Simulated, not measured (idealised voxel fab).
Process module name: voxel spacer lines
For reference, the cross-section in this document is cut, with width 300 nm and square cells of 5 nm.
Think of the cross-section as a grid of square cells. We describe it in bands, top to bottom, and each band covers one or more rows of those cells.
Band entry format. Leading values: height of top, height of bottom, nm. Remainder: materials in left-to-right order, each with its width in nm. Special words: "all across" on a single material, which then fills the band edge to edge; "empty", empty space.
The level at which height equals 0 is the one under which the wafer, as it arrives, is entirely one material. No lower edge exists for the bottom band, which continues downward and is notated as in "top 0, no bottom".
Think of "30..40" as a width that walks from the first number to the second as you go down the band, top row to bottom row, taking equal-sized steps from row to row.
Key: "no modifications" - step with no changed cell in the cross-section.
Under "Sealed void listing" you'll find the enclosed gaps, the ones with no way out to the top, that are 8 cells or bigger; each reads width x height at distance, with distance counted from the left edge, everything in nm.
after a step's settings: what the simulator itself notes on the step
The "overlay nm" setting may appear on a step's line; for a step that uses a mask, it gives how far to the right of its planned position the mask lay, and a negative value indicates the left.
[Steps in the process plan]
1. RECEIVE | material Si
2. CONFORMAL_DEP | material Al2O3 | thk nm 5
3. DIRECTIONAL_DEP | material polySi | thk nm 20
4. DIRECTIONAL_DEP | material aC | thk nm 20
5. PATTERN | tone cover | mask id MANDREL | material resist | width nm 25 | pitch nm 80 | thk nm 25 | overlay nm -15
6. DIRECTIONAL_ETCH | etch materials aC | depth nm 20
7. STRIP | etch materials resist
8. CONFORMAL_DEP | material SiN | thk nm 15
9. DIRECTIONAL_ETCH | etch materials SiN | depth nm 15
10. STRIP | etch materials aC
11. DIRECTIONAL_ETCH | etch materials polySi | depth nm 20
12. STRIP | etch materials SiN
13. FILL_DEP | material SiO2 | thk nm 5
14. CMP | height nm 25
The wafers in this document start out alike and differ in the overlay nm applied at step 5; the plan shows the value used for the first wafer.
[First wafer of several, as received: cross-section after step 1]
top 0, no bottom | Si all across
Sealed void listing: none
[For your reference, the table is organized with a row per wafer; each row reflects the wafer at the end of the module, indicating for each material the cells gained (+) or lost (-) since receipt, and thereafter its closed voids]
overlay nm -15; +60 Al2O3; +192 SiO2; +48 polySi; Sealed void listing: none
overlay nm -10; +60 Al2O3; +192 SiO2; +48 polySi; Sealed void listing: none
overlay nm -5; +60 Al2O3; +192 SiO2; +48 polySi; Sealed void listing: none
overlay nm 0; +60 Al2O3; +192 SiO2; +48 polySi; Sealed void listing: none
overlay nm 5; +60 Al2O3; +192 SiO2; +48 polySi; Sealed void listing: none
overlay nm 10; +60 Al2O3; +192 SiO2; +48 polySi; Sealed void listing: none
overlay nm 15; +60 Al2O3; +192 SiO2; +48 polySi; Sealed void listing: none
